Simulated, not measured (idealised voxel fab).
Process module under the name voxel capacitor over wiring
For reference, the cross-section in this document is cut, with width 280 nm and square cells of 5 nm.
Just so we're on the same page, the cross-sections are grids of square cells, and they're listed out in bands top to bottom, each band one or more rows deep. Each band's line starts with the height of the band's top and of its bottom, in nm. Then come its materials from left to right, each with its width in nm. One material with "edge to edge" fills the band from edge to edge. "air" is empty space. The reference from which all heights are counted is 0, the level beneath which the as-received wafer is entirely one material; the lowest band, having no lower bound, proceeds downward and is written after the example "0 down". The two numbers in a width such as "30->40" mark its ends across the band: the first belongs to the top row of cells, the second to the bottom row, and from each row to the next the width moves by the same amount. What does "no alteration" mean for a step? It means no cell of the cross-section changed in that step. Voids not open to the top, 8 cells minimum: see "Fully closed voids". Written width x height at distance; distance is from the left edge; nm. On a step's line, text after the settings is the simulator commenting on that step. Among the settings permitted on a step's line is "overlay nm"; applied to a step with a mask, it specifies the extent to which the mask lay to the right of its planned position, whereas a negative figure signifies a position to the left.

PROCESS STEPS (PLANNED)
1. RECEIVE,material Si
2. CONFORMAL_DEP,material SiO2,thk nm 10
3. CONFORMAL_DEP,material SiN,thk nm 5
4. DIRECTIONAL_DEP,material SiO2,thk nm 15
5. PATTERN,tone open,mask id METAL_1,material resist,width nm 20,pitch nm 70,thk nm 15,overlay nm 0
6. DIRECTIONAL_ETCH,etch materials SiO2,depth nm 15
7. DIRECTIONAL_ETCH,etch materials SiN,depth nm 5
8. STRIP,etch materials resist
9. CONFORMAL_DEP,material TiN,thk nm 5
10. FILL_DEP,material W,thk nm 10
11. CMP,height nm 30
12. EPI,material Ru,thk nm 5
13. FILL_DEP,material SiCN,thk nm 5
14. DIRECTIONAL_DEP,material lowk,thk nm 10
15. DIRECTIONAL_DEP,material aC,thk nm 15
16. PATTERN,tone open,mask id PLUG_1,material resist,width nm 15,thk nm 35,overlay nm 0
17. DIRECTIONAL_ETCH,etch materials aC,depth nm 15
18. STRIP,etch materials resist
19. DIRECTIONAL_ETCH,etch materials lowk,depth nm 10
20. DIRECTIONAL_ETCH,etch materials SiCN,depth nm 5
21. STRIP,etch materials aC
22. CONFORMAL_DEP,material TiN,thk nm 5
23. FILL_DEP,material Ru,thk nm 10
24. CMP,height nm 50
25. DIRECTIONAL_DEP,material TiN,thk nm 5
26. DIRECTIONAL_DEP,material HfO2,thk nm 5
27. DIRECTIONAL_DEP,material TiN,thk nm 5
28. DIRECTIONAL_DEP,material aC,thk nm 10
29. PATTERN,tone cover,mask id UPPER_PLATE,material resist,width nm 55,thk nm 25,overlay nm 0
30. DIRECTIONAL_ETCH,etch materials aC,depth nm 10
31. STRIP,etch materials resist
32. DIRECTIONAL_ETCH,etch materials TiN,depth nm 5
33. DIRECTIONAL_ETCH,etch materials HfO2,depth nm 5
34. STRIP,etch materials aC
35. MASKED_ETCH,tone cover,mask id LOWER_PLATE,width nm 65,etch materials TiN,depth nm 5,overlay nm 0
36. FILL_DEP,material SiO2,thk nm 15
37. CMP,height nm 75
38. DIRECTIONAL_DEP,material aC,thk nm 15
39. PATTERN,tone open,mask id PLUG_2,material resist,width nm 15,thk nm 30,overlay nm 0
40. DIRECTIONAL_ETCH,etch materials aC,depth nm 15
41. STRIP,etch materials resist
42. DIRECTIONAL_ETCH,etch materials SiO2,depth nm 10
43. STRIP,etch materials aC
44. CONFORMAL_DEP,material TiN,thk nm 5
45. FILL_DEP,material Cu,thk nm 10
46. CMP,height nm 75
47. CONFORMAL_DEP,material SiCN,thk nm 5

INCOMING WAFER, CROSS-SECTIONAL VIEW, POST STEP 1
	0 down = Si edge to edge
	Fully closed voids: none

FINAL WAFER PROFILE IN CROSS-SECTION AFTER THE MODULE, FROM THE SAME START AND PLAN AS ABOVE, WITH ONE MISTAKE MADE DURING PROCESSING
	80 to 75 = SiCN edge to edge
	75 to 70 = SiO2=110 / TiN=5 / Cu=5 / TiN=5 / SiO2=155
	70 to 60 = SiO2=110->100 / TiN=15->55 / SiO2=155->125
	60 to 55 = SiO2=100 / HfO2=55 / SiO2=125
	55 to 50 = SiO2=95 / TiN=65 / SiO2=120
	50 to 45 = Ru=85 / TiN=20 / Ru=5 / TiN=15 / Ru=30 / TiN=40 / Ru=85
	45 to 40 = TiN=90 / lowk=10 / TiN=5 / Ru=5 / TiN=5 / lowk=5 / TiN=40 / lowk=30 / TiN=90
	40 to 35 = lowk=100 / TiN=15 / lowk=165
	35 to 30 = lowk=90 / Ru=30 / lowk=40 / Ru=30 / lowk=90
	30 to 15 = SiO2=95 / TiN=5 / W=10 / TiN=5 / SiO2=50 / TiN=5 / W=10 / TiN=5 / SiO2=95
	15 to 10 = SiN=95 / TiN=20 / SiN=50 / TiN=20 / SiN=95
	10 to 0 = SiO2 edge to edge
	0 down = Si edge to edge
	Fully closed voids: none
Nonconformance to the process plan: step 13 was left out
